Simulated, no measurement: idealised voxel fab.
Documented hereafter: the process module known as voxel capacitor over wiring.
The cross-section on display is named cut; it measures 265 nm wide, and its cells are 5 nm squares.
A cross-section in this document is a grid of square cells, and it is written down as bands, the top band listed before the ones below it; a band is made up of one or more rows of cells. The band entry comprises the height of the band's top followed by the height of its bottom, expressed in nm, and subsequently the band's materials from left to right, each stated together with its width in nm. Where a single material is marked with the word "all across", that material fills the band from edge to edge. The word "blank" represents empty space. The reference from which all heights are counted is 0, the level beneath which the as-received wafer is entirely one material; the lowest band, having no lower bound, proceeds downward and is written after the example "top 0, no bottom". Width spec "30 to 40" -> top row of cells at first value, bottom row at second value, equal per-row change in between. Given "all unchanged" for a step, no cell of the cross-section differs between before and after that step. Entry "Listed closed voids". Content: empty spaces with no open connection to the top, size 8 cells or greater. Each: width x height at distance. Distance: from left edge. Unit: nm. Anything after a step's settings on that line? It's the simulator's own note about the step. Regarding "overlay nm": on a step with a mask, it is the distance the mask lay to the right of its planned place; a negative value places it to the left.
Here's what the planned process steps look like
- 1: RECEIVE: material Si
- 2: CONFORMAL_DEP: material SiO2, thk nm 10
- 3: DIRECTIONAL_DEP: material TiN, thk nm 5
- 4: DIRECTIONAL_DEP: material Ru, thk nm 15
- 5: MASKED_ETCH: tone cover, mask id METAL_1, width nm 20, pitch nm 70, etch materials Ru, depth nm 15, overlay nm 0
- 6: MASKED_ETCH: tone cover, mask id METAL_1, width nm 20, pitch nm 70, etch materials TiN, depth nm 5, overlay nm 0
- 7: CONFORMAL_DEP: material SiCN, thk nm 5
- 8: FILL_DEP: material lowk, thk nm 10
- 9: CMP: height nm 30
- 10: CONFORMAL_DEP: material SiCN, thk nm 5
- 11: DIRECTIONAL_DEP: material lowk, thk nm 20
- 12: PATTERN: tone open, mask id PLUG_1, material resist, width nm 15, thk nm 15, overlay nm 0
- 13: DIRECTIONAL_ETCH: etch materials lowk, depth nm 20
- 14: DIRECTIONAL_ETCH: etch materials SiCN, depth nm 5
- 15: STRIP: etch materials resist
- 16: CONFORMAL_DEP: material TiN, thk nm 5
- 17: FILL_DEP: material Cu, thk nm 10
- 18: CMP: height nm 55
- 19: DIRECTIONAL_DEP: material TiN, thk nm 5
- 20: DIRECTIONAL_DEP: material HfO2, thk nm 5
- 21: DIRECTIONAL_DEP: material TiN, thk nm 5
- 22: PATTERN: tone cover, mask id UPPER_PLATE, material resist, width nm 55, thk nm 20, overlay nm 0
- 23: DIRECTIONAL_ETCH: etch materials TiN, depth nm 5
- 24: DIRECTIONAL_ETCH: etch materials HfO2, depth nm 5
- 25: STRIP: etch materials resist
- 26: MASKED_ETCH: tone cover, mask id LOWER_PLATE, width nm 65, etch materials TiN, depth nm 5, overlay nm 0
- 27: FILL_DEP: material SiO2, thk nm 15
- 28: CMP: height nm 80
- 29: PATTERN: tone open, mask id PLUG_2, material resist, width nm 15, thk nm 20, overlay nm 0
- 30: DIRECTIONAL_ETCH: etch materials SiO2, depth nm 10
- 31: STRIP: etch materials resist
- 32: CONFORMAL_DEP: material TiN, thk nm 5
- 33: FILL_DEP: material Cu, thk nm 10
- 34: CMP: height nm 80
- 35: CONFORMAL_DEP: material SiN, thk nm 5
As received (post step 1): cross-section
* top 0, no bottom  Si all across
* Listed closed voids: none
Sectioned view, first of two wafers, at the close of the module, processed as intended in the plan
* top 85, bottom 80  SiN all across
* top 80, bottom 75  SiO2 100 nm  TiN 5 nm  Cu 5 nm  TiN 5 nm  SiO2 150 nm
* top 75, bottom 65  SiO2 100 to 90 nm  TiN 15 to 55 nm  SiO2 150 to 120 nm
* top 65, bottom 60  SiO2 90 nm  HfO2 55 nm  SiO2 120 nm
* top 60, bottom 55  SiO2 85 nm  TiN 65 nm  SiO2 115 nm
* top 55, bottom 35  lowk 90 nm  TiN 5 nm  Cu 5 nm  TiN 5 nm  lowk 160 nm
* top 35, bottom 30  SiCN 90 nm  TiN 15 nm  SiCN 160 nm
* top 30, bottom 15  lowk 80 nm  SiCN 5 nm  Ru 20 nm  SiCN 5 nm  lowk 40 nm  SiCN 5 nm  Ru 20 nm  SiCN 5 nm  lowk 85 nm
* top 15, bottom 10  SiCN 85 nm  TiN 20 nm  SiCN 50 nm  TiN 20 nm  SiCN 90 nm
* top 10, bottom 0  SiO2 all across
* top 0, no bottom  Si all across
* Listed closed voids: none
Cross-section, second wafer: same start as the first, same plan as the first, one mistake in running it; taken at the end of the module
* top 85, bottom 80  SiN all across
* top 80, bottom 75  SiO2 100 nm  TiN 5 nm  Cu 5 nm  TiN 5 nm  SiO2 150 nm
* top 75, bottom 65  SiO2 100 to 90 nm  TiN 15 to 55 nm  SiO2 150 to 120 nm
* top 65, bottom 60  SiO2 90 nm  HfO2 55 nm  SiO2 120 nm
* top 60, bottom 55  SiO2 85 nm  TiN 65 nm  SiO2 115 nm
* top 55, bottom 50  SiCN 90 nm  TiN 15 nm  SiCN 160 nm
* top 50, bottom 30  lowk all across
* top 30, bottom 15  lowk 80 nm  SiCN 5 nm  Ru 20 nm  SiCN 5 nm  lowk 40 nm  SiCN 5 nm  Ru 20 nm  SiCN 5 nm  lowk 85 nm
* top 15, bottom 10  SiCN 85 nm  TiN 20 nm  SiCN 50 nm  TiN 20 nm  SiCN 90 nm
* top 10, bottom 0  SiO2 all across
* top 0, no bottom  Si all across
* Listed closed voids: none
Processing error: contrary to the plan, steps 10 and 11 were processed in exchanged order
Materials where the second wafer ends with more or fewer cells than the first: Cu -4 | TiN -8 | lowk +12
